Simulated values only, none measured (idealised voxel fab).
Process module under the name voxel capacitor over wiring
Xsec cut, 155 nm wide, square cell size 5 nm.
Square cells in a grid make up a cross-section in this document, and the grid is given as bands, listed from the top down, each one or more rows of cells. Within each band entry, the heights of the top and of the bottom of the band appear first, in that order and in nm; the materials of the band then follow from left to right, each with its corresponding width in nm. The designation "full width" on a single material indicates that it fills the band from edge to edge; the designation "empty" indicates empty space. We count height from 0. Below that, the starting wafer is all one material. The lowest band never ends at the bottom but goes on down; see "top 0, no bottom" for how that is written. Per-row width for "30->40": begins at first number (top row of band), ends at second number (bottom row), increment between rows held constant. Reading "stayed the same" for a step: not a cell of the cross-section changed in it. So "Closed empty spaces" is basically the list of trapped voids: any empty space of 8 cells or more that can't reach the top through an opening. They're written width x height at distance, the distance being from the left edge, and it's all nm. Formally, on a step line, whatever follows the settings is a remark that the simulator itself makes on the step. A step's line can hold "overlay nm"; with a mask on that step, the setting says how far right of the planned place the mask lay, while a negative setting says it lay to the left.
The process steps that were planned are listed below:
- 1: RECEIVE (material Si)
- 2: CONFORMAL_DEP (material SiO2; thk nm 15)
- 3: DIRECTIONAL_DEP (material TiN; thk nm 5)
- 4: DIRECTIONAL_DEP (material Ru; thk nm 15)
- 5: MASKED_ETCH (tone cover; mask id METAL_1; width nm 25; pitch nm 85; etch materials Ru; depth nm 15; overlay nm 0)
- 6: MASKED_ETCH (tone cover; mask id METAL_1; width nm 25; pitch nm 85; etch materials TiN; depth nm 5; overlay nm 0)
- 7: CONFORMAL_DEP (material SiN; thk nm 5)
- 8: FILL_DEP (material SiO2; thk nm 5)
- 9: CMP (height nm 35)
- 10: CONFORMAL_DEP (material SiCN; thk nm 5)
- 11: DIRECTIONAL_DEP (material lowk; thk nm 20)
- 12: MASKED_ETCH (tone open; mask id PLUG_1; width nm 15; etch materials lowk; depth nm 20; overlay nm 0)
- 13: MASKED_ETCH (tone open; mask id PLUG_1; width nm 15; etch materials SiCN; depth nm 5; overlay nm 0)
- 14: EPI (material Ru; thk nm 10)
- 15: EPI (material Ru; thk nm 10)
- 16: EPI (material Ru; thk nm 5)
- 17: DIRECTIONAL_DEP (material TiN; thk nm 5)
- 18: DIRECTIONAL_DEP (material SiN; thk nm 5)
- 19: DIRECTIONAL_DEP (material TiN; thk nm 5)
- 20: MASKED_ETCH (tone cover; mask id UPPER_PLATE; width nm 65; etch materials TiN; depth nm 5; overlay nm 0)
- 21: MASKED_ETCH (tone cover; mask id UPPER_PLATE; width nm 65; etch materials SiN; depth nm 5; overlay nm 0)
- 22: PATTERN (tone cover; mask id LOWER_PLATE; material resist; width nm 65; thk nm 20; overlay nm 0)
- 23: DIRECTIONAL_ETCH (etch materials TiN; depth nm 5)
- 24: STRIP (etch materials resist)
- 25: FILL_DEP (material SiO2; thk nm 20)
- 26: CMP (height nm 90)
- 27: PATTERN (tone open; mask id PLUG_2; material resist; width nm 15; thk nm 20; overlay nm 0)
- 28: DIRECTIONAL_ETCH (etch materials SiO2; depth nm 15)
- 29: STRIP (etch materials resist)
- 30: CONFORMAL_DEP (material TiN; thk nm 5)
- 31: FILL_DEP (material W; thk nm 10)
- 32: CMP (height nm 90)
- 33: CONFORMAL_DEP (material SiN; thk nm 5)
Quick note for whoever runs this: the wafers start identical, but the width nm at step 22 isn't the same across them. The plan just shows what the first wafer had.
Cross-sectional view of the first of several wafers in the as-received condition, corresponding to the state following step 1:
    top 0, no bottom: Si full width
    Closed empty spaces: none
Once step 33, the last step, is complete, the module is at its end; this is the cross-section of the first of several wafers:
    top 95, bottom 90: SiN full width
    top 90, bottom 80: 40 nm SiO2, then 5 nm TiN, then 5 nm W, then 5 nm TiN, then 100 nm SiO2
    top 80, bottom 70: 40->30 nm SiO2, then 15->65 nm TiN, then 100->60 nm SiO2
    top 70, bottom 65: 30 nm SiO2, then 65 nm SiN, then 60 nm SiO2
    top 65, bottom 60: 30 nm SiO2, then 65 nm TiN, then 60 nm SiO2
    top 60, bottom 40: 30 nm lowk, then 15 nm Ru, then 110 nm lowk
    top 40, bottom 35: 30 nm SiCN, then 15 nm Ru, then 110 nm SiCN
    top 35, bottom 20: 15 nm SiO2, then 5 nm SiN, then 25 nm Ru, then 5 nm SiN, then 50 nm SiO2, then 5 nm SiN, then 25 nm Ru, then 5 nm SiN, then 20 nm SiO2
    top 20, bottom 15: 20 nm SiN, then 25 nm TiN, then 60 nm SiN, then 25 nm TiN, then 25 nm SiN
    top 15, bottom 0: SiO2 full width
    top 0, no bottom: Si full width
    Closed empty spaces: none
So this is the cross-section on the last wafer at the end of the module:
    top 95, bottom 90: SiN full width
    top 90, bottom 80: 40 nm SiO2, then 5 nm TiN, then 5 nm W, then 5 nm TiN, then 100 nm SiO2
    top 80, bottom 70: 40->30 nm SiO2, then 15->65 nm TiN, then 100->60 nm SiO2
    top 70, bottom 65: 30 nm SiO2, then 65 nm SiN, then 60 nm SiO2
    top 65, bottom 60: 20 nm SiO2, then 90 nm TiN, then 45 nm SiO2
    top 60, bottom 40: 30 nm lowk, then 15 nm Ru, then 110 nm lowk
    top 40, bottom 35: 30 nm SiCN, then 15 nm Ru, then 110 nm SiCN
    top 35, bottom 20: 15 nm SiO2, then 5 nm SiN, then 25 nm Ru, then 5 nm SiN, then 50 nm SiO2, then 5 nm SiN, then 25 nm Ru, then 5 nm SiN, then 20 nm SiO2
    top 20, bottom 15: 20 nm SiN, then 25 nm TiN, then 60 nm SiN, then 25 nm TiN, then 25 nm SiN
    top 15, bottom 0: SiO2 full width
    top 0, no bottom: Si full width
    Closed empty spaces: none
Per wafer (row), end of module: delta in cells per material since receipt, (+) for gained, (-) for lost; closed voids after that:
width nm 65 | +45 Ru | +28 SiCN | +77 SiN | +282 SiO2 | +43 TiN | +2 W | +112 lowk | Closed empty spaces: none
width nm 70 | +45 Ru | +28 SiCN | +77 SiN | +281 SiO2 | +44 TiN | +2 W | +112 lowk | Closed empty spaces: none
width nm 75 | +45 Ru | +28 SiCN | +77 SiN | +280 SiO2 | +45 TiN | +2 W | +112 lowk | Closed empty spaces: none
width nm 80 | +45 Ru | +28 SiCN | +77 SiN | +279 SiO2 | +46 TiN | +2 W | +112 lowk | Closed empty spaces: none
width nm 85 | +45 Ru | +28 SiCN | +77 SiN | +278 SiO2 | +47 TiN | +2 W | +112 lowk | Closed empty spaces: none
width nm 90 | +45 Ru | +28 SiCN | +77 SiN | +277 SiO2 | +48 TiN | +2 W | +112 lowk | Closed empty spaces: none
